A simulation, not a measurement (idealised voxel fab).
Proc. module: voxel lift off
In the cross-section labelled cut, the width is 240 nm and each square cell is 5 nm.
A cross-section is a grid of square cells, given in bands from the top down. A band is one or more rows of cells. What a band's entry tells you: where the top is and where the bottom is, as heights in nm, and after that what lies inside, material by material from left to right, each with its width in nm. Empty space is written as the word "blank", and a single material marked with the word "full width" occupies the band from edge to edge. Beneath 0, the wafer as received is one material, and that level is where height counting begins. The lowest band goes on downward without a bottom; it is written like "top 0, no bottom". You'd read "30 to 40" like this: the band's top row of cells is as wide as the first number, its bottom row is as wide as the second, and going down, every row changes width by the same amount as the row before did. Take "no change occurred" at face value: in the step it is given for, the cross-section changed in none of its cells. Basically, "Sealed internal cavities" tells you about the enclosed voids: empty spaces with no open way to the top, 8 cells or bigger, each written width x height at distance, where distance is from the left edge, all in nm. Where a step's line continues beyond its settings, the continuation is a remark by the simulator itself on that step. overlay nm: where the mask lay relative to plan, measured to the right, on steps with a mask; negatives go left.
This section lists the process steps that were planned:
1,RECEIVE: material Si
2,CONFORMAL_DEP: material Al2O3, thk nm 5
3,PATTERN: tone open, mask id LINES, material resist, width nm 25, pitch nm 55, thk nm 20, overlay nm 0
4,DIRECTIONAL_DEP: material Ru, thk nm 5
5,STRIP: etch materials resist
6,CONFORMAL_DEP: material SiN, thk nm 10
First of two wafers, processed according to plan:
Wafer cross-section on receipt, i.e. after step 1:
	top 0, no bottom: Si full width
	Sealed internal cavities: none
Cross-section of the wafer subsequent to step 2:
	top 5, bottom 0: Al2O3 full width
	Heights below 0 show no change.
Cross-section of the wafer subsequent to step 3:
	top 25, bottom 5: resist=80  blank=25  resist=30  blank=25  resist=80
	Heights below 5 show no change.
Cross-section of the wafer subsequent to step 4:
	top 30, bottom 25: Ru=80  blank=25  Ru=30  blank=25  Ru=80
	top 25, bottom 10: resist=80  blank=25  resist=30  blank=25  resist=80
	top 10, bottom 5: resist=80  Ru=25  resist=30  Ru=25  resist=80
	Heights below 5 show no change.
Cross-section of the wafer subsequent to step 5:
	top 10, bottom 5: blank=80  Ru=25  blank=30  Ru=25  blank=80
	Heights below 5 show no change.
Cross-section of the wafer subsequent to step 6:
	top 20, bottom 15: blank=70  SiN=45  blank=10  SiN=45  blank=70
	top 15, bottom 10: SiN full width
	top 10, bottom 5: SiN=80  Ru=25  SiN=30  Ru=25  SiN=80
	Heights below 5 show no change.
What follows concerns the second wafer, which started out like the first and was meant to follow the very same plan; one mistake crept in when it was run, but everything up to and including step 1 is the same as for the first wafer:
At the planned end of step 2, the second wafer in cross-section:
	top 5, bottom 0: SiN full width
	Heights below 0 show no change.
At the planned end of step 3, the second wafer in cross-section:
	top 25, bottom 5: resist=80  blank=25  resist=30  blank=25  resist=80
	Heights below 5 show no change.
At the planned end of step 4, the second wafer in cross-section:
	top 30, bottom 25: Ru=80  blank=25  Ru=30  blank=25  Ru=80
	top 25, bottom 10: resist=80  blank=25  resist=30  blank=25  resist=80
	top 10, bottom 5: resist=80  Ru=25  resist=30  Ru=25  resist=80
	Heights below 5 show no change.
At the planned end of step 5, the second wafer in cross-section:
	top 10, bottom 5: blank=80  Ru=25  blank=30  Ru=25  blank=80
	Heights below 5 show no change.
At the planned end of step 6, the second wafer in cross-section:
	top 20, bottom 15: blank=70  SiN=45  blank=10  SiN=45  blank=70
	top 15, bottom 10: SiN full width
	top 10, bottom 5: SiN=80  Ru=25  SiN=30  Ru=25  SiN=80
	Heights below 5 show no change.
Run error: step 2 ran differently from the plan; actual operation with settings: CONFORMAL_DEP: material SiN, thk nm 5
Looking at both finished wafers in cells, the second ends up ahead of or behind the first on some materials: Al2O3 -48, SiN +48
